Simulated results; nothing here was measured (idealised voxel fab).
Process module name: voxel trench capacitor
In the cross-section labelled cut, the width is 270 nm and each square cell is 5 nm.
Bands, listed from the top down, are how a cross-section gets written in this document; the cross-section itself is a grid of square cells, and a band is one or more rows of them.
Top height, bottom height, nm. Materials left to right, width each, nm. Single material + "full width" = fills band edge to edge. "blank" = empty.
We count height from 0. Below that, the starting wafer is all one material. The lowest band never ends at the bottom but goes on down; see "0..down" for how that is written.
Per-row width for "30 to 40": begins at first number (top row of band), ends at second number (bottom row), increment between rows held constant.
Step marked "nothing got changed"? Then no cell in the cross-section changed in it.
The entry "Fully closed voids" lists the empty spaces that cover at least 8 cells and have no open path to the top. Each is written as width x height at distance, where the distance is measured from the left edge and all three values are in nm.
Post-settings text on a step line: simulator's own remark regarding the step.
overlay nm: right-of-plan distance of the mask on a masked step; negative values mean left-of-plan.

**Process steps - plan**
| 1 | RECEIVE [material Si] |
| 2 | CONFORMAL_DEP [material SiN] [thk nm 10] |
| 3 | DIRECTIONAL_DEP [material aC] [thk nm 15] |
| 4 | PATTERN [tone open] [mask id TRENCH] [material resist] [width nm 25] [pitch nm 40] [thk nm 35] [overlay nm 0] |
| 5 | DIRECTIONAL_ETCH [etch materials aC] [depth nm 15] |
| 6 | STRIP [etch materials resist] |
| 7 | DIRECTIONAL_ETCH [etch materials SiN] [depth nm 10] |
| 8 | DIRECTIONAL_ETCH [etch materials Si] [depth nm 30] |
| 9 | STRIP [etch materials aC] |
| 10 | CONFORMAL_DEP [material HfO2] [thk nm 5] |
| 11 | CONFORMAL_DEP [material TiN] [thk nm 5] |
| 12 | FILL_DEP [material W] [thk nm 5] |
| 13 | CMP [height nm 10] |

**Step 1 complete: cross-section of the wafer as received**
    0..down = Si full width
    Fully closed voids: none

**Cross-sectional result after module completion. Note: starting condition and plan are unchanged from above; one processing mistake was made**
    10..0 = SiN=90 / HfO2=5 / TiN=5 / W=5 / TiN=5 / HfO2=5 / SiN=15 / HfO2=5 / TiN=5 / W=5 / TiN=5 / HfO2=5 / SiN=15 / HfO2=5 / TiN=5 / W=5 / TiN=5 / HfO2=5 / SiN=75
    0..-20 = Si=90 / HfO2=5 / TiN=5 / W=5 / TiN=5 / HfO2=5 / Si=15 / HfO2=5 / TiN=5 / W=5 / TiN=5 / HfO2=5 / Si=15 / HfO2=5 / TiN=5 / W=5 / TiN=5 / HfO2=5 / Si=75
    -20..-25 = Si=90 / HfO2=5 / TiN=15 / HfO2=5 / Si=15 / HfO2=5 / TiN=15 / HfO2=5 / Si=15 / HfO2=5 / TiN=15 / HfO2=5 / Si=75
    -25..-30 = Si=90 / HfO2=25 / Si=15 / HfO2=25 / Si=15 / HfO2=25 / Si=75
    -30..down = Si full width
    Fully closed voids: none
Against the plan, the run slipped here: step 4 went in with a setting other than planned; the actual run was PATTERN [tone open] [mask id TRENCH] [material resist] [width nm 25] [pitch nm 40] [thk nm 35] [overlay nm 10]
